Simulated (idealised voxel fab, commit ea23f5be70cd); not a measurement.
Module name: voxel ribs on slabs (process module)
We display cut, a cross-section 155 nm in width whose square cells are each 5 nm.
Cross-sections here: square-cell grids, written as top-down lists of bands, a band being one or more rows of cells.
For a band, the entry starts with two heights in nm, that of the top and then that of the bottom, and carries on with the band's materials in order from left to right, each alongside its width in nm; the word "edge to edge" beside a single material means it fills the band edge to edge, and "empty" means empty space.
Basically, 0 is our baseline, since under it the wafer straight out of the box is all one material. The bottom band has no lower end and keeps on going down, so it looks like "top 0, no bottom".
Note: "30 to 40" means the width goes from the first number (top row of the band) to the second number (bottom row) in equal steps per row of cells.
You'll sometimes find "nothing changed" written for a step, and that's the way of saying that nowhere in the cross-section did a cell change during that step.
Empty spaces without an open route to the top, at least 8 cells in extent, make up the entry "Closed internal voids"; each is given as width x height at distance, where the distance is measured from the left edge, and all are in nm.
Text after the settings on a step's line: the simulator's own remark on that step.
Among the settings permitted on a step's line is "overlay nm"; applied to a step with a mask, it specifies the extent to which the mask lay to the right of its planned position, whereas a negative figure signifies a position to the left.

The following list gives the planned process steps:
1,RECEIVE,material Si
2,DIRECTIONAL_DEP,material SiO2,thk nm 20
3,DIRECTIONAL_DEP,material polySi,thk nm 20
4,PATTERN,tone cover,mask id RIB,material resist,width nm 20,thk nm 20,overlay nm 0
5,DIRECTIONAL_ETCH,etch materials polySi,depth nm 15
6,STRIP,etch materials resist
7,PATTERN,tone cover,mask id SLAB,material resist,width nm 60,thk nm 20,overlay nm 0
8,DIRECTIONAL_ETCH,etch materials polySi,depth nm 5
9,STRIP,etch materials resist
10,FILL_DEP,material SiO2,thk nm 25
11,CMP,height nm 60
12,DIRECTIONAL_DEP,material W,thk nm 5
13,PATTERN,tone cover,mask id HEATER,material resist,width nm 30,thk nm 15,overlay nm 0
14,DIRECTIONAL_ETCH,etch materials W,depth nm 5
15,STRIP,etch materials resist
16,CONFORMAL_DEP,material SiO2,thk nm 5

Cross-section of the incoming wafer, state after step 1:
	top 0, no bottom | Si edge to edge
	Closed internal voids: none

End state of the module in cross-section, given the above starting point and plan and one mistake in execution:
	top 70, bottom 65 | empty: 55  SiO2: 40  empty: 60
	top 65, bottom 60 | SiO2: 60  W: 30  SiO2: 65
	top 60, bottom 20 | SiO2 edge to edge
	top 20, bottom 0 | polySi edge to edge
	top 0, no bottom | Si edge to edge
	Closed internal voids: none
Which mistake was made when the wafer was run? steps 2 and 3 run out of order (swapped)
